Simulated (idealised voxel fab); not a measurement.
process module | voxel wiring stack
cross-section cut | 225 nm wide | cells 5 nm
A cross-section is a grid of square cells, given in bands from the top down. A band is one or more rows of cells.
Each band's line starts with the height of the band's top and of its bottom, in nm. Then come its materials from left to right, each with its width in nm. One material with "throughout" fills the band from edge to edge. "air" is empty space.
Height 0 is the level under which the wafer as received is all one material. The lowest band goes on downwards, as in "0 down".
A width such as "30 to 40" changes by the same amount from each row of cells to the next, from the band's top row to its bottom row.
"no change" after a step means that no cell of the cross-section changed.
closed voids: empty space of 8 cells or more with no open way to the top, each as width x height at its distance from the left edge, in nm
after a step's settings: what the simulator itself notes on the step
overlay nm, on a step with a mask: how far to the right of its planned place the mask lay; to the left if negative
Each pair below shows a cross-section before one step and the cross-section after it, down to the lowest band that changed. The line under each pair gives the step between them, with its settings. The pairs can come from different runs of this module on the same starting wafer, so a pair continues from the pair above only where its "before" says so.
before
  0 down: Si throughout
  closed voids: none
after
  15 to 0: SiO2 throughout
  below 0: unchanged
  closed voids: none
the step between: op CONFORMAL_DEP | material SiO2 | thk nm 15
before: the cross-section after the pair above
after
  20 to 15: SiN throughout
  below 15: unchanged
  closed voids: none
the step between: op CONFORMAL_DEP | material SiN | thk nm 5
before: the cross-section after the pair above
after
  40 to 20: lowk throughout
  below 20: unchanged
  closed voids: none
the step between: op DIRECTIONAL_DEP | material lowk | thk nm 20
before: the cross-section after the pair above
after
  40 to 20: lowk 70 | air 25 | lowk 30 | air 25 | lowk 75
  below 20: unchanged
  closed voids: none
the step between: op MASKED_ETCH | tone open | mask id METAL_1 | width nm 25 | pitch nm 55 | etch materials lowk | depth nm 20 | overlay nm 0
before: the cross-section after the pair above
after
  40 to 20: lowk 70 | air 25 | lowk 30 | air 25 | lowk 75
  20 to 15: SiN 70 | air 25 | SiN 30 | air 25 | SiN 75
  below 15: unchanged
  closed voids: none
the step between: op MASKED_ETCH | tone open | mask id METAL_1 | width nm 25 | pitch nm 55 | etch materials SiN | depth nm 5 | overlay nm 0
before: the cross-section after the pair above
after
  45 to 40: TiN 75 | air 15 | TiN 40 | air 15 | TiN 80
  40 to 20: lowk 70 | TiN 5 | air 15 | TiN 5 | lowk 30 | TiN 5 | air 15 | TiN 5 | lowk 75
  20 to 15: SiN 70 | TiN 25 | SiN 30 | TiN 25 | SiN 75
  below 15: unchanged
  closed voids: none
the step between: op CONFORMAL_DEP | material TiN | thk nm 5
before: the cross-section after the pair above
after
  50 to 45: Cu throughout
  45 to 40: TiN 75 | Cu 15 | TiN 40 | Cu 15 | TiN 80
  40 to 20: lowk 70 | TiN 5 | Cu 15 | TiN 5 | lowk 30 | TiN 5 | Cu 15 | TiN 5 | lowk 75
  below 20: unchanged
  closed voids: none
the step between: op FILL_DEP | material Cu | thk nm 5
before: the cross-section after the pair above
after
  40 to 20: lowk 70 | TiN 5 | Cu 15 | TiN 5 | lowk 30 | TiN 5 | Cu 15 | TiN 5 | lowk 75
  below 20: unchanged
  closed voids: none
the step between: op CMP | height nm 40
before: the cross-section after the pair above
after
  45 to 40: air 65 | Ru 35 | air 20 | Ru 35 | air 70
  below 40: unchanged
  closed voids: none
the step between: op EPI | material Ru | thk nm 5
before: the cross-section after the pair above
after
  50 to 45: SiCN throughout
  45 to 40: SiCN 65 | Ru 35 | SiCN 20 | Ru 35 | SiCN 70
  below 40: unchanged
  closed voids: none
the step between: op FILL_DEP | material SiCN | thk nm 5
before: the cross-section after the pair above
after
  70 to 50: SiO2 throughout
  below 50: unchanged
  closed voids: none
the step between: op DIRECTIONAL_DEP | material SiO2 | thk nm 20
before: the cross-section after the pair above
after
  70 to 50: SiO2 70 | air 15 | SiO2 140
  below 50: unchanged
  closed voids: none
the step between: op MASKED_ETCH | tone open | mask id PLUG_1 | width nm 15 | etch materials SiO2 | depth nm 20 | overlay nm 0
before: the cross-section after the pair above
after
  70 to 50: SiO2 70 | air 15 | SiO2 140
  50 to 45: SiCN 70 | air 15 | SiCN 140
  below 45: unchanged
  closed voids: none
the step between: op MASKED_ETCH | tone open | mask id PLUG_1 | width nm 15 | etch materials SiCN | depth nm 5 | overlay nm 0
before: the cross-section after the pair above
after
  75 to 70: TiN 75 | air 5 | TiN 145
  70 to 50: SiO2 70 | TiN 5 | air 5 | TiN 5 | SiO2 140
  50 to 45: SiCN 70 | TiN 15 | SiCN 140
  below 45: unchanged
  closed voids: none
the step between: op CONFORMAL_DEP | material TiN | thk nm 5
before: the cross-section after the pair above
after
  80 to 75: Cu throughout
  75 to 70: TiN 75 | Cu 5 | TiN 145
  70 to 50: SiO2 70 | TiN 5 | Cu 5 | TiN 5 | SiO2 140
  below 50: unchanged
  closed voids: none
the step between: op FILL_DEP | material Cu | thk nm 5
before: the cross-section after the pair above
after
  70 to 50: SiO2 70 | TiN 5 | Cu 5 | TiN 5 | SiO2 140
  below 50: unchanged
  closed voids: none
the step between: op CMP | height nm 70
before: the cross-section after the pair above
after
  75 to 70: TiN throughout
  below 70: unchanged
  closed voids: none
the step between: op DIRECTIONAL_DEP | material TiN | thk nm 5
before: the cross-section after the pair above
after
  100 to 75: W throughout
  below 75: unchanged
  closed voids: none
the step between: op DIRECTIONAL_DEP | material W | thk nm 25
before: the cross-section after the pair above
after
  110 to 100: aC throughout
  below 100: unchanged
  closed voids: none
the step between: op DIRECTIONAL_DEP | material aC | thk nm 10
before: the cross-section after the pair above
after
  140 to 110: air 70 | resist 25 | air 30 | resist 25 | air 75
  below 110: unchanged
  closed voids: none
the step between: op PATTERN | tone cover | mask id METAL_2 | material resist | width nm 25 | pitch nm 55 | thk nm 30 | overlay nm 0
before: the cross-section after the pair above
after
  130 to 110: air 70 | resist 25 | air 30 | resist 25 | air 75
  110 to 100: air 70 | aC 25 | air 30 | aC 25 | air 75
  below 100: unchanged
  closed voids: none
the step between: op DIRECTIONAL_ETCH | etch materials aC | depth nm 10
before: the cross-section after the pair above
after
  110 to 100: air 70 | aC 25 | air 30 | aC 25 | air 75
  below 100: unchanged
  closed voids: none
the step between: op STRIP | etch materials resist
before: the cross-section after the pair above
after
  110 to 100: air 70 | aC 25 | air 30 | aC 25 | air 75
  100 to 75: air 70 | W 25 | air 30 | W 25 | air 75
  below 75: unchanged
  closed voids: none
the step between: op DIRECTIONAL_ETCH | etch materials W | depth nm 25
before: the cross-section after the pair above
after
  110 to 100: air 70 | aC 25 | air 30 | aC 25 | air 75
  100 to 75: air 70 | W 25 | air 30 | W 25 | air 75
  75 to 70: air 70 | TiN 25 | air 30 | TiN 25 | air 75
  below 70: unchanged
  closed voids: none
the step between: op DIRECTIONAL_ETCH | etch materials TiN | depth nm 5
before: the cross-section after the pair above
after
  100 to 75: air 70 | W 25 | air 30 | W 25 | air 75
  below 75: unchanged
  closed voids: none
the step between: op STRIP | etch materials aC
before: the cross-section after the pair above
after
  105 to 100: lowk throughout
  100 to 75: lowk 70 | W 25 | lowk 30 | W 25 | lowk 75
  75 to 70: lowk 70 | TiN 25 | lowk 30 | TiN 25 | lowk 75
  below 70: unchanged
  closed voids: none
the step between: op FILL_DEP | material lowk | thk nm 5
before: the cross-section after the pair above
after
  100 to 75: lowk 70 | W 25 | lowk 30 | W 25 | lowk 75
  below 75: unchanged
  closed voids: none
the step between: op CMP | height nm 100
before: the cross-section after the pair above
after
  105 to 100: SiCN throughout
  below 100: unchanged
  closed voids: none
the step between: op CONFORMAL_DEP | material SiCN | thk nm 5
before: the cross-section after the pair above
after
  135 to 105: lowk throughout
  below 105: unchanged
  closed voids: none
the step between: op DIRECTIONAL_DEP | material lowk | thk nm 30
before: the cross-section after the pair above
after
  155 to 135: resist 70 | air 25 | resist 30 | air 25 | resist 75
  below 135: unchanged
  closed voids: none
the step between: op PATTERN | tone open | mask id METAL_3 | material resist | width nm 25 | pitch nm 55 | thk nm 20 | overlay nm 0
before: the cross-section after the pair above
after
  155 to 135: resist 70 | air 25 | resist 30 | air 25 | resist 75
  135 to 120: lowk 70 | air 25 | lowk 30 | air 25 | lowk 75
  below 120: unchanged
  closed voids: none
the step between: op DIRECTIONAL_ETCH | etch materials lowk | depth nm 15
before: the cross-section after the pair above
after
  135 to 120: lowk 70 | air 25 | lowk 30 | air 25 | lowk 75
  below 120: unchanged
  closed voids: none
the step between: op STRIP | etch materials resist
before: the cross-section after the pair above
after
  135 to 120: lowk 70 | air 25 | lowk 30 | air 25 | lowk 75
  120 to 105: lowk 70 | air 15 | lowk 140
  below 105: unchanged
  closed voids: none
the step between: op MASKED_ETCH | tone open | mask id METAL_3_HOLES | width nm 15 | etch materials lowk | depth nm 15 | overlay nm 0
before: the cross-section after the pair above
after
  135 to 120: lowk 70 | air 25 | lowk 30 | air 25 | lowk 75
  120 to 105: lowk 70 | air 15 | lowk 140
  105 to 100: SiCN 70 | air 15 | SiCN 140
  below 100: unchanged
  closed voids: none
the step between: op MASKED_ETCH | tone open | mask id METAL_3_HOLES | width nm 15 | etch materials SiCN | depth nm 5 | overlay nm 0
before: the cross-section after the pair above
after
  140 to 135: TiN 75 | air 15 | TiN 40 | air 15 | TiN 80
  135 to 125: lowk 70 | TiN 5 | air 15 | TiN 5 | lowk 30 | TiN 5 | air 15 | TiN 5 | lowk 75
  125 to 120: lowk 70 | TiN 5 | air 5 | TiN 15 | lowk 30 | TiN 25 | lowk 75
  120 to 105: lowk 70 | TiN 5 | air 5 | TiN 5 | lowk 140
  105 to 100: SiCN 70 | TiN 15 | SiCN 140
  below 100: unchanged
  closed voids: none
the step between: op CONFORMAL_DEP | material TiN | thk nm 5
before: the cross-section after the pair above
after
  145 to 140: Cu throughout
  140 to 135: TiN 75 | Cu 15 | TiN 40 | Cu 15 | TiN 80
  135 to 125: lowk 70 | TiN 5 | Cu 15 | TiN 5 | lowk 30 | TiN 5 | Cu 15 | TiN 5 | lowk 75
  125 to 120: lowk 70 | TiN 5 | Cu 5 | TiN 15 | lowk 30 | TiN 25 | lowk 75
  120 to 105: lowk 70 | TiN 5 | Cu 5 | TiN 5 | lowk 140
  below 105: unchanged
  closed voids: none
the step between: op FILL_DEP | material Cu | thk nm 5
before: the cross-section after the pair above
after
  135 to 125: lowk 70 | TiN 5 | Cu 15 | TiN 5 | lowk 30 | TiN 5 | Cu 15 | TiN 5 | lowk 75
  below 125: unchanged
  closed voids: none
the step between: op CMP | height nm 135
before: the cross-section after the pair above
after
  140 to 135: SiCN throughout
  below 135: unchanged
  closed voids: none
the step between: op CONFORMAL_DEP | material SiCN | thk nm 5
before: the cross-section after the pair above
after
  155 to 140: lowk throughout
  below 140: unchanged
  closed voids: none
the step between: op DIRECTIONAL_DEP | material lowk | thk nm 15
before: the cross-section after the pair above
after
  155 to 140: lowk 70 | air 15 | lowk 40 | air 15 | lowk 85
  below 140: unchanged
  closed voids: none
the step between: op MASKED_ETCH | tone open | mask id PLUG_3 | width nm 15 | pitch nm 55 | etch materials lowk | depth nm 15 | overlay nm 0
before: the cross-section after the pair above
after
  155 to 140: lowk 70 | air 15 | lowk 40 | air 15 | lowk 85
  140 to 135: SiCN 70 | air 15 | SiCN 40 | air 15 | SiCN 85
  below 135: unchanged
  closed voids: none
the step between: op MASKED_ETCH | tone open | mask id PLUG_3 | width nm 15 | pitch nm 55 | etch materials SiCN | depth nm 5 | overlay nm 0
before: the cross-section after the pair above
after
  155 to 145: lowk 70 | air 15 | lowk 40 | air 15 | lowk 85
  145 to 140: lowk 70 | Ru 15 | lowk 40 | Ru 15 | lowk 85
  140 to 135: SiCN 70 | Ru 15 | SiCN 40 | Ru 15 | SiCN 85
  below 135: unchanged
  closed voids: none
the step between: op EPI | material Ru | thk nm 10
before: the cross-section after the pair above
after
  155 to 140: lowk 70 | Ru 15 | lowk 40 | Ru 15 | lowk 85
  below 140: unchanged
  closed voids: none
the step between: op EPI | material Ru | thk nm 10
before: the cross-section after the pair above
after
  160 to 155: SiN throughout
  below 155: unchanged
  closed voids: none
the step between: op CONFORMAL_DEP | material SiN | thk nm 5
before: the cross-section after the pair above
after
  175 to 160: SiO2 throughout
  below 160: unchanged
  closed voids: none
the step between: op DIRECTIONAL_DEP | material SiO2 | thk nm 15
before: the cross-section after the pair above
after
  175 to 160: SiO2 70 | air 25 | SiO2 30 | air 25 | SiO2 75
  below 160: unchanged
  closed voids: none
the step between: op MASKED_ETCH | tone open | mask id METAL_4 | width nm 25 | pitch nm 55 | etch materials SiO2 | depth nm 15 | overlay nm 0
before: the cross-section after the pair above
after
  175 to 160: SiO2 70 | air 25 | SiO2 30 | air 25 | SiO2 75
  160 to 155: SiN 70 | air 25 | SiN 30 | air 25 | SiN 75
  below 155: unchanged
  closed voids: none
the step between: op MASKED_ETCH | tone open | mask id METAL_4 | width nm 25 | pitch nm 55 | etch materials SiN | depth nm 5 | overlay nm 0
before: the cross-section after the pair above
after
  180 to 175: TiN 75 | air 15 | TiN 40 | air 15 | TiN 80
  175 to 160: SiO2 70 | TiN 5 | air 15 | TiN 5 | SiO2 30 | TiN 5 | air 15 | TiN 5 | SiO2 75
  160 to 155: SiN 70 | TiN 25 | SiN 30 | TiN 25 | SiN 75
  below 155: unchanged
  closed voids: none
the step between: op CONFORMAL_DEP | material TiN | thk nm 5
before: the cross-section after the pair above
after
  185 to 180: Ru throughout
  180 to 175: TiN 75 | Ru 15 | TiN 40 | Ru 15 | TiN 80
  175 to 160: SiO2 70 | TiN 5 | Ru 15 | TiN 5 | SiO2 30 | TiN 5 | Ru 15 | TiN 5 | SiO2 75
  below 160: unchanged
  closed voids: none
the step between: op FILL_DEP | material Ru | thk nm 5
before: the cross-section after the pair above
after
  175 to 160: SiO2 70 | TiN 5 | Ru 15 | TiN 5 | SiO2 30 | TiN 5 | Ru 15 | TiN 5 | SiO2 75
  below 160: unchanged
  closed voids: none
the step between: op CMP | height nm 175
before: the cross-section after the pair above
after
  180 to 175: SiN throughout
  below 175: unchanged
  closed voids: none
the step between: op CONFORMAL_DEP | material SiN | thk nm 5
before
  15 to 0: SiO2 throughout
  0 down: Si throughout
  closed voids: none
after
  35 to 15: lowk throughout
  below 15: unchanged
  closed voids: none
the step between: op DIRECTIONAL_DEP | material lowk | thk nm 20
before: the cross-section after the pair above
after
  35 to 15: lowk 70 | air 25 | lowk 30 | air 25 | lowk 75
  below 15: unchanged
  closed voids: none
the step between: op MASKED_ETCH | tone open | mask id METAL_1 | width nm 25 | pitch nm 55 | etch materials lowk | depth nm 20 | overlay nm 0
before: the cross-section after the pair above
after
  40 to 35: TiN 75 | air 15 | TiN 40 | air 15 | TiN 80
  35 to 20: lowk 70 | TiN 5 | air 15 | TiN 5 | lowk 30 | TiN 5 | air 15 | TiN 5 | lowk 75
  20 to 15: lowk 70 | TiN 25 | lowk 30 | TiN 25 | lowk 75
  below 15: unchanged
  closed voids: none
the step between: op CONFORMAL_DEP | material TiN | thk nm 5
before: the cross-section after the pair above
after
  45 to 40: Cu throughout
  40 to 35: TiN 75 | Cu 15 | TiN 40 | Cu 15 | TiN 80
  35 to 20: lowk 70 | TiN 5 | Cu 15 | TiN 5 | lowk 30 | TiN 5 | Cu 15 | TiN 5 | lowk 75
  below 20: unchanged
  closed voids: none
the step between: op FILL_DEP | material Cu | thk nm 5
before: the cross-section after the pair above
after
  40 to 35: TiN 75 | Cu 15 | TiN 40 | Cu 15 | TiN 80
  below 35: unchanged
  closed voids: none
the step between: op CMP | height nm 40
before: the cross-section after the pair above
after
  45 to 40: Ru throughout
  below 40: unchanged
  closed voids: none
the step between: op EPI | material Ru | thk nm 5
before: the cross-section after the pair above
after
  50 to 45: SiCN throughout
  below 45: unchanged
  closed voids: none
the step between: op FILL_DEP | material SiCN | thk nm 5
before: the cross-section after the pair above
after
  70 to 50: SiO2 throughout
  below 50: unchanged
  closed voids: none
the step between: op DIRECTIONAL_DEP | material SiO2 | thk nm 20
before: the cross-section after the pair above
after
  70 to 50: SiO2 70 | air 15 | SiO2 140
  below 50: unchanged
  closed voids: none
the step between: op MASKED_ETCH | tone open | mask id PLUG_1 | width nm 15 | etch materials SiO2 | depth nm 20 | overlay nm 0
before: the cross-section after the pair above
after
  70 to 50: SiO2 70 | air 15 | SiO2 140
  50 to 45: SiCN 70 | air 15 | SiCN 140
  below 45: unchanged
  closed voids: none
the step between: op MASKED_ETCH | tone open | mask id PLUG_1 | width nm 15 | etch materials SiCN | depth nm 5 | overlay nm 0
before: the cross-section after the pair above
after
  75 to 70: TiN 75 | air 5 | TiN 145
  70 to 50: SiO2 70 | TiN 5 | air 5 | TiN 5 | SiO2 140
  50 to 45: SiCN 70 | TiN 15 | SiCN 140
  below 45: unchanged
  closed voids: none
the step between: op CONFORMAL_DEP | material TiN | thk nm 5
before: the cross-section after the pair above
after
  80 to 75: Cu throughout
  75 to 70: TiN 75 | Cu 5 | TiN 145
  70 to 50: SiO2 70 | TiN 5 | Cu 5 | TiN 5 | SiO2 140
  below 50: unchanged
  closed voids: none
the step between: op FILL_DEP | material Cu | thk nm 5
before: the cross-section after the pair above
after
  70 to 50: SiO2 70 | TiN 5 | Cu 5 | TiN 5 | SiO2 140
  below 50: unchanged
  closed voids: none
the step between: op CMP | height nm 70
before: the cross-section after the pair above
after
  75 to 70: TiN throughout
  below 70: unchanged
  closed voids: none
the step between: op DIRECTIONAL_DEP | material TiN | thk nm 5
before: the cross-section after the pair above
after
  100 to 75: W throughout
  below 75: unchanged
  closed voids: none
the step between: op DIRECTIONAL_DEP | material W | thk nm 25
before: the cross-section after the pair above
after
  110 to 100: aC throughout
  below 100: unchanged
  closed voids: none
the step between: op DIRECTIONAL_DEP | material aC | thk nm 10
before: the cross-section after the pair above
after
  140 to 110: air 70 | resist 25 | air 30 | resist 25 | air 75
  below 110: unchanged
  closed voids: none
the step between: op PATTERN | tone cover | mask id METAL_2 | material resist | width nm 25 | pitch nm 55 | thk nm 30 | overlay nm 0
before: the cross-section after the pair above
after
  130 to 110: air 70 | resist 25 | air 30 | resist 25 | air 75
  110 to 100: air 70 | aC 25 | air 30 | aC 25 | air 75
  below 100: unchanged
  closed voids: none
the step between: op DIRECTIONAL_ETCH | etch materials aC | depth nm 10
before: the cross-section after the pair above
after
  110 to 100: air 70 | aC 25 | air 30 | aC 25 | air 75
  below 100: unchanged
  closed voids: none
the step between: op STRIP | etch materials resist
before: the cross-section after the pair above
after
  110 to 100: air 70 | aC 25 | air 30 | aC 25 | air 75
  100 to 75: air 70 | W 25 | air 30 | W 25 | air 75
  below 75: unchanged
  closed voids: none
the step between: op DIRECTIONAL_ETCH | etch materials W | depth nm 25
before: the cross-section after the pair above
after
  110 to 100: air 70 | aC 25 | air 30 | aC 25 | air 75
  100 to 75: air 70 | W 25 | air 30 | W 25 | air 75
  75 to 70: air 70 | TiN 25 | air 30 | TiN 25 | air 75
  below 70: unchanged
  closed voids: none
the step between: op DIRECTIONAL_ETCH | etch materials TiN | depth nm 5
before: the cross-section after the pair above
after
  100 to 75: air 70 | W 25 | air 30 | W 25 | air 75
  below 75: unchanged
  closed voids: none
the step between: op STRIP | etch materials aC
before: the cross-section after the pair above
after
  105 to 100: lowk throughout
  100 to 75: lowk 70 | W 25 | lowk 30 | W 25 | lowk 75
  75 to 70: lowk 70 | TiN 25 | lowk 30 | TiN 25 | lowk 75
  below 70: unchanged
  closed voids: none
the step between: op FILL_DEP | material lowk | thk nm 5
before: the cross-section after the pair above
after
  100 to 75: lowk 70 | W 25 | lowk 30 | W 25 | lowk 75
  below 75: unchanged
  closed voids: none
the step between: op CMP | height nm 100
before: the cross-section after the pair above
after
  105 to 100: SiCN throughout
  below 100: unchanged
  closed voids: none
the step between: op CONFORMAL_DEP | material SiCN | thk nm 5
before: the cross-section after the pair above
after
  135 to 105: lowk throughout
  below 105: unchanged
  closed voids: none
the step between: op DIRECTIONAL_DEP | material lowk | thk nm 30
before: the cross-section after the pair above
after
  155 to 135: resist 70 | air 25 | resist 30 | air 25 | resist 75
  below 135: unchanged
  closed voids: none
the step between: op PATTERN | tone open | mask id METAL_3 | material resist | width nm 25 | pitch nm 55 | thk nm 20 | overlay nm 0
before: the cross-section after the pair above
after
  155 to 135: resist 70 | air 25 | resist 30 | air 25 | resist 75
  135 to 120: lowk 70 | air 25 | lowk 30 | air 25 | lowk 75
  below 120: unchanged
  closed voids: none
the step between: op DIRECTIONAL_ETCH | etch materials lowk | depth nm 15
before: the cross-section after the pair above
after
  135 to 120: lowk 70 | air 25 | lowk 30 | air 25 | lowk 75
  below 120: unchanged
  closed voids: none
the step between: op STRIP | etch materials resist
before: the cross-section after the pair above
after
  135 to 120: lowk 70 | air 25 | lowk 30 | air 25 | lowk 75
  120 to 105: lowk 70 | air 15 | lowk 140
  below 105: unchanged
  closed voids: none
the step between: op MASKED_ETCH | tone open | mask id METAL_3_HOLES | width nm 15 | etch materials lowk | depth nm 15 | overlay nm 0
before: the cross-section after the pair above
after
  135 to 120: lowk 70 | air 25 | lowk 30 | air 25 | lowk 75
  120 to 105: lowk 70 | air 15 | lowk 140
  105 to 100: SiCN 70 | air 15 | SiCN 140
  below 100: unchanged
  closed voids: none
the step between: op MASKED_ETCH | tone open | mask id METAL_3_HOLES | width nm 15 | etch materials SiCN | depth nm 5 | overlay nm 0
before: the cross-section after the pair above
after
  140 to 135: TiN 75 | air 15 | TiN 40 | air 15 | TiN 80
  135 to 125: lowk 70 | TiN 5 | air 15 | TiN 5 | lowk 30 | TiN 5 | air 15 | TiN 5 | lowk 75
  125 to 120: lowk 70 | TiN 5 | air 5 | TiN 15 | lowk 30 | TiN 25 | lowk 75
  120 to 105: lowk 70 | TiN 5 | air 5 | TiN 5 | lowk 140
  105 to 100: SiCN 70 | TiN 15 | SiCN 140
  below 100: unchanged
  closed voids: none
the step between: op CONFORMAL_DEP | material TiN | thk nm 5
before: the cross-section after the pair above
after
  145 to 140: Cu throughout
  140 to 135: TiN 75 | Cu 15 | TiN 40 | Cu 15 | TiN 80
  135 to 125: lowk 70 | TiN 5 | Cu 15 | TiN 5 | lowk 30 | TiN 5 | Cu 15 | TiN 5 | lowk 75
  125 to 120: lowk 70 | TiN 5 | Cu 5 | TiN 15 | lowk 30 | TiN 25 | lowk 75
  120 to 105: lowk 70 | TiN 5 | Cu 5 | TiN 5 | lowk 140
  below 105: unchanged
  closed voids: none
the step between: op FILL_DEP | material Cu | thk nm 5
before: the cross-section after the pair above
after
  135 to 125: lowk 70 | TiN 5 | Cu 15 | TiN 5 | lowk 30 | TiN 5 | Cu 15 | TiN 5 | lowk 75
  below 125: unchanged
  closed voids: none
the step between: op CMP | height nm 135
before: the cross-section after the pair above
after
  140 to 135: SiCN throughout
  below 135: unchanged
  closed voids: none
the step between: op CONFORMAL_DEP | material SiCN | thk nm 5
before: the cross-section after the pair above
after
  155 to 140: lowk throughout
  below 140: unchanged
  closed voids: none
the step between: op DIRECTIONAL_DEP | material lowk | thk nm 15
before: the cross-section after the pair above
after
  155 to 140: lowk 70 | air 15 | lowk 40 | air 15 | lowk 85
  below 140: unchanged
  closed voids: none
the step between: op MASKED_ETCH | tone open | mask id PLUG_3 | width nm 15 | pitch nm 55 | etch materials lowk | depth nm 15 | overlay nm 0
before: the cross-section after the pair above
after
  155 to 140: lowk 70 | air 15 | lowk 40 | air 15 | lowk 85
  140 to 135: SiCN 70 | air 15 | SiCN 40 | air 15 | SiCN 85
  below 135: unchanged
  closed voids: none
the step between: op MASKED_ETCH | tone open | mask id PLUG_3 | width nm 15 | pitch nm 55 | etch materials SiCN | depth nm 5 | overlay nm 0
before: the cross-section after the pair above
after
  155 to 145: lowk 70 | air 15 | lowk 40 | air 15 | lowk 85
  145 to 140: lowk 70 | Ru 15 | lowk 40 | Ru 15 | lowk 85
  140 to 135: SiCN 70 | Ru 15 | SiCN 40 | Ru 15 | SiCN 85
  below 135: unchanged
  closed voids: none
the step between: op EPI | material Ru | thk nm 10
before: the cross-section after the pair above
after
  155 to 140: lowk 70 | Ru 15 | lowk 40 | Ru 15 | lowk 85
  below 140: unchanged
  closed voids: none
the step between: op EPI | material Ru | thk nm 10
before: the cross-section after the pair above
after
  160 to 155: SiN throughout
  below 155: unchanged
  closed voids: none
the step between: op CONFORMAL_DEP | material SiN | thk nm 5
before: the cross-section after the pair above
after
  175 to 160: SiO2 throughout
  below 160: unchanged
  closed voids: none
the step between: op DIRECTIONAL_DEP | material SiO2 | thk nm 15
before: the cross-section after the pair above
after
  175 to 160: SiO2 70 | air 25 | SiO2 30 | air 25 | SiO2 75
  below 160: unchanged
  closed voids: none
the step between: op MASKED_ETCH | tone open | mask id METAL_4 | width nm 25 | pitch nm 55 | etch materials SiO2 | depth nm 15 | overlay nm 0
before: the cross-section after the pair above
after
  175 to 160: SiO2 70 | air 25 | SiO2 30 | air 25 | SiO2 75
  160 to 155: SiN 70 | air 25 | SiN 30 | air 25 | SiN 75
  below 155: unchanged
  closed voids: none
the step between: op MASKED_ETCH | tone open | mask id METAL_4 | width nm 25 | pitch nm 55 | etch materials SiN | depth nm 5 | overlay nm 0
before: the cross-section after the pair above
after
  180 to 175: TiN 75 | air 15 | TiN 40 | air 15 | TiN 80
  175 to 160: SiO2 70 | TiN 5 | air 15 | TiN 5 | SiO2 30 | TiN 5 | air 15 | TiN 5 | SiO2 75
  160 to 155: SiN 70 | TiN 25 | SiN 30 | TiN 25 | SiN 75
  below 155: unchanged
  closed voids: none
the step between: op CONFORMAL_DEP | material TiN | thk nm 5
before: the cross-section after the pair above
after
  185 to 180: Ru throughout
  180 to 175: TiN 75 | Ru 15 | TiN 40 | Ru 15 | TiN 80
  175 to 160: SiO2 70 | TiN 5 | Ru 15 | TiN 5 | SiO2 30 | TiN 5 | Ru 15 | TiN 5 | SiO2 75
  below 160: unchanged
  closed voids: none
the step between: op FILL_DEP | material Ru | thk nm 5
before: the cross-section after the pair above
after
  175 to 160: SiO2 70 | TiN 5 | Ru 15 | TiN 5 | SiO2 30 | TiN 5 | Ru 15 | TiN 5 | SiO2 75
  below 160: unchanged
  closed voids: none
the step between: op CMP | height nm 175
before: the cross-section after the pair above
after
  180 to 175: SiN throughout
  below 175: unchanged
  closed voids: none
the step between: op CONFORMAL_DEP | material SiN | thk nm 5
before
  155 to 140: lowk 70 | Ru 15 | lowk 40 | Ru 15 | lowk 85
  140 to 135: SiCN 70 | Ru 15 | SiCN 40 | Ru 15 | SiCN 85
  135 to 125: lowk 70 | TiN 5 | Cu 15 | TiN 5 | lowk 30 | TiN 5 | Cu 15 | TiN 5 | lowk 75
  125 to 120: lowk 70 | TiN 5 | Cu 5 | TiN 15 | lowk 30 | TiN 25 | lowk 75
  120 to 105: lowk 70 | TiN 5 | Cu 5 | TiN 5 | lowk 140
  105 to 100: SiCN 70 | TiN 15 | SiCN 140
  100 to 75: lowk 70 | W 25 | lowk 30 | W 25 | lowk 75
  75 to 70: lowk 70 | TiN 25 | lowk 30 | TiN 25 | lowk 75
  70 to 50: SiO2 70 | TiN 5 | Cu 5 | TiN 5 | SiO2 140
  50 to 45: SiCN 70 | TiN 15 | SiCN 140
  45 to 40: SiCN 65 | Ru 35 | SiCN 20 | Ru 35 | SiCN 70
  40 to 20: lowk 70 | TiN 5 | Cu 15 | TiN 5 | lowk 30 | TiN 5 | Cu 15 | TiN 5 | lowk 75
  20 to 15: SiN 70 | TiN 25 | SiN 30 | TiN 25 | SiN 75
  15 to 0: SiO2 throughout
  0 down: Si throughout
  closed voids: none
after
  165 to 155: air 60 | Ru 35 | air 20 | Ru 35 | air 75
  below 155: unchanged
  closed voids: none
the step between: op EPI | material Ru | thk nm 10
before: the cross-section after the pair above
after
  170 to 165: air 55 | SiN 45 | air 10 | SiN 45 | air 70
  165 to 160: air 55 | SiN 5 | Ru 35 | SiN 5 | air 10 | SiN 5 | Ru 35 | SiN 5 | air 70
  160 to 155: SiN 60 | Ru 35 | SiN 20 | Ru 35 | SiN 75
  below 155: unchanged
  closed voids: none
the step between: op CONFORMAL_DEP | material SiN | thk nm 5
before: the cross-section after the pair above
after
  185 to 175: air 55 | SiO2 45 | air 10 | SiO2 45 | air 70
  175 to 170: SiO2 throughout
  170 to 165: SiO2 55 | SiN 45 | SiO2 10 | SiN 45 | SiO2 70
  165 to 160: SiO2 55 | SiN 5 | Ru 35 | SiN 5 | SiO2 10 | SiN 5 | Ru 35 | SiN 5 | SiO2 70
  below 160: unchanged
  closed voids: none
the step between: op DIRECTIONAL_DEP | material SiO2 | thk nm 15
before: the cross-section after the pair above
after
  185 to 175: air 55 | SiO2 15 | air 25 | SiO2 5 | air 10 | SiO2 15 | air 25 | SiO2 5 | air 70
  175 to 170: SiO2 70 | air 25 | SiO2 30 | air 25 | SiO2 75
  below 170: unchanged
  closed voids: none
the step between: op MASKED_ETCH | tone open | mask id METAL_4 | width nm 25 | pitch nm 55 | etch materials SiO2 | depth nm 15 | overlay nm 0
before: the cross-section after the pair above
after
  185 to 175: air 55 | SiO2 15 | air 25 | SiO2 5 | air 10 | SiO2 15 | air 25 | SiO2 5 | air 70
  175 to 170: SiO2 70 | air 25 | SiO2 30 | air 25 | SiO2 75
  170 to 165: SiO2 55 | SiN 15 | air 25 | SiN 5 | SiO2 10 | SiN 15 | air 25 | SiN 5 | SiO2 70
  below 165: unchanged
  closed voids: none
the step between: op MASKED_ETCH | tone open | mask id METAL_4 | width nm 25 | pitch nm 55 | etch materials SiN | depth nm 5 | overlay nm 0
before: the cross-section after the pair above
after
  190 to 185: air 50 | TiN 25 | air 15 | TiN 40 | air 15 | TiN 15 | air 65
  185 to 180: air 50 | TiN 5 | SiO2 15 | TiN 5 | air 15 | TiN 5 | SiO2 5 | TiN 10 | SiO2 15 | TiN 5 | air 15 | TiN 5 | SiO2 5 | TiN 5 | air 65
  180 to 175: TiN 55 | SiO2 15 | TiN 5 | air 15 | TiN 5 | SiO2 5 | TiN 10 | SiO2 15 | TiN 5 | air 15 | TiN 5 | SiO2 5 | TiN 70
  175 to 170: SiO2 70 | TiN 5 | air 15 | TiN 5 | SiO2 30 | TiN 5 | air 15 | TiN 5 | SiO2 75
  170 to 165: SiO2 55 | SiN 15 | TiN 25 | SiN 5 | SiO2 10 | SiN 15 | TiN 25 | SiN 5 | SiO2 70
  below 165: unchanged
  closed voids: none
the step between: op CONFORMAL_DEP | material TiN | thk nm 5
